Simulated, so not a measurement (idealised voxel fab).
A process module follows: voxel wiring stack.
Square cells of 5 nm make up the cross-section cut, whose width is 210 nm.
Cross-section layout: square cells on a grid; listed as bands, top to bottom; a band spans one or more cell rows. Within each band entry, the heights of the top and of the bottom of the band appear first, in that order and in nm; the materials of the band then follow from left to right, each with its corresponding width in nm. The designation "full width" on a single material indicates that it fills the band from edge to edge; the designation "air" indicates empty space. Measure heights from 0. That's the level where, below it, the as-received wafer is all one material. The lowest band is bottomless and extends downward; write it as in "0 down". Note: "30 to 40" means the width goes from the first number (top row of the band) to the second number (bottom row) in equal steps per row of cells. Any step labelled "no alterations made" changed none of the cells in the cross-section. Entry "Enclosed cavities" = empty spaces >= 8 cells with no open way to the top; each as width x height at distance, distance from left edge, all nm. The remark found on a step's line after its settings is issued by the simulator itself and pertains to that step. The "overlay nm" setting may appear on a step's line; for a step that uses a mask, it gives how far to the right of its planned position the mask lay, and a negative value indicates the left.
PLAN
step 1: RECEIVE | material Si
step 2: CONFORMAL_DEP | material SiO2 | thk nm 10
step 3: CONFORMAL_DEP | material SiN | thk nm 5
step 4: DIRECTIONAL_DEP | material lowk | thk nm 25
step 5: DIRECTIONAL_DEP | material aC | thk nm 15
step 6: PATTERN | tone open | mask id METAL_1 | material resist | width nm 30 | pitch nm 45 | thk nm 30 | overlay nm 0
step 7: DIRECTIONAL_ETCH | etch materials aC | depth nm 15
step 8: STRIP | etch materials resist
step 9: DIRECTIONAL_ETCH | etch materials lowk | depth nm 25
step 10: DIRECTIONAL_ETCH | etch materials SiN | depth nm 5
step 11: STRIP | etch materials aC
step 12: CONFORMAL_DEP | material TiN | thk nm 5
step 13: FILL_DEP | material Cu | thk nm 5
step 14: CMP | height nm 40
step 15: CONFORMAL_DEP | material SiCN | thk nm 5
step 16: DIRECTIONAL_DEP | material lowk | thk nm 35
step 17: DIRECTIONAL_DEP | material aC | thk nm 15
step 18: PATTERN | tone open | mask id METAL_2_HOLES | material resist | width nm 15 | thk nm 35 | overlay nm 0
step 19: DIRECTIONAL_ETCH | etch materials aC | depth nm 15
step 20: STRIP | etch materials resist
step 21: DIRECTIONAL_ETCH | etch materials lowk | depth nm 35
step 22: STRIP | etch materials aC
step 23: DIRECTIONAL_DEP | material aC | thk nm 15
step 24: PATTERN | tone open | mask id METAL_2 | material resist | width nm 30 | pitch nm 45 | thk nm 30 | overlay nm 0
step 25: DIRECTIONAL_ETCH | etch materials aC | depth nm 15
step 26: STRIP | etch materials resist
step 27: DIRECTIONAL_ETCH | etch materials lowk | depth nm 20
step 28: DIRECTIONAL_ETCH | etch materials SiCN | depth nm 5
step 29: STRIP | etch materials aC
step 30: CONFORMAL_DEP | material TiN | thk nm 5
step 31: FILL_DEP | material Cu | thk nm 5
step 32: CMP | height nm 80
step 33: CONFORMAL_DEP | material SiCN | thk nm 5
step 34: DIRECTIONAL_DEP | material SiO2 | thk nm 15
step 35: MASKED_ETCH | tone open | mask id PLUG_2 | width nm 15 | etch materials SiO2 | depth nm 15 | overlay nm 0
step 36: MASKED_ETCH | tone open | mask id PLUG_2 | width nm 15 | etch materials SiCN | depth nm 5 | overlay nm 0
step 37: EPI | material Ru | thk nm 10
step 38: EPI | material Ru | thk nm 10
step 39: CONFORMAL_DEP | material SiN | thk nm 5
step 40: DIRECTIONAL_DEP | material lowk | thk nm 20
step 41: PATTERN | tone open | mask id METAL_3 | material resist | width nm 30 | pitch nm 45 | thk nm 20 | overlay nm 0
step 42: DIRECTIONAL_ETCH | etch materials lowk | depth nm 20
step 43: DIRECTIONAL_ETCH | etch materials SiN | depth nm 5
step 44: STRIP | etch materials resist
step 45: CONFORMAL_DEP | material TiN | thk nm 5
step 46: FILL_DEP | material W | thk nm 5
step 47: CMP | height nm 125
step 48: CONFORMAL_DEP | material SiCN | thk nm 5
SO THIS IS THE INCOMING WAFER IN CROSS-SECTION - IT'S ALREADY BEEN THROUGH STEP 1
	0 down | Si full width
	Enclosed cavities: none
WHAT THE WAFER LOOKS LIKE IN CROSS-SECTION AFTER THIS MODULE, WHEN IT STARTS AS SHOWN ABOVE AND FOLLOWS THE PLAN ABOVE BUT ONE MISTAKE IS MADE IN RUNNING IT
	130 to 125 | SiCN full width
	125 to 120 | 70 nm TiN, then 20 nm W, then 25 nm TiN, then 20 nm W, then 75 nm TiN
	120 to 105 | 65 nm lowk, then 5 nm TiN, then 20 nm W, then 5 nm TiN, then 15 nm lowk, then 5 nm TiN, then 20 nm W, then 5 nm TiN, then 70 nm lowk
	105 to 100 | 65 nm lowk, then 30 nm TiN, then 15 nm lowk, then 30 nm TiN, then 70 nm lowk
	100 to 85 | 65 nm SiO2, then 15 nm Ru, then 130 nm SiO2
	85 to 80 | 65 nm SiCN, then 15 nm Ru, then 130 nm SiCN
	80 to 65 | 65 nm lowk, then 5 nm TiN, then 20 nm Cu, then 5 nm TiN, then 15 nm lowk, then 5 nm TiN, then 20 nm Cu, then 5 nm TiN, then 70 nm lowk
	65 to 60 | 65 nm lowk, then 5 nm TiN, then 5 nm Cu, then 20 nm TiN, then 15 nm lowk, then 30 nm TiN, then 70 nm lowk
	60 to 45 | 65 nm lowk, then 5 nm TiN, then 5 nm Cu, then 5 nm TiN, then 130 nm lowk
	45 to 40 | 65 nm SiCN, then 15 nm TiN, then 130 nm SiCN
	40 to 15 | 65 nm lowk, then 5 nm TiN, then 20 nm Cu, then 5 nm TiN, then 15 nm lowk, then 5 nm TiN, then 20 nm Cu, then 5 nm TiN, then 70 nm lowk
	15 to 10 | 65 nm SiN, then 30 nm TiN, then 15 nm SiN, then 30 nm TiN, then 70 nm SiN
	10 to 0 | SiO2 full width
	0 down | Si full width
	Enclosed cavities: none
Plan not followed: the plan's step 39 was left out and never carried out
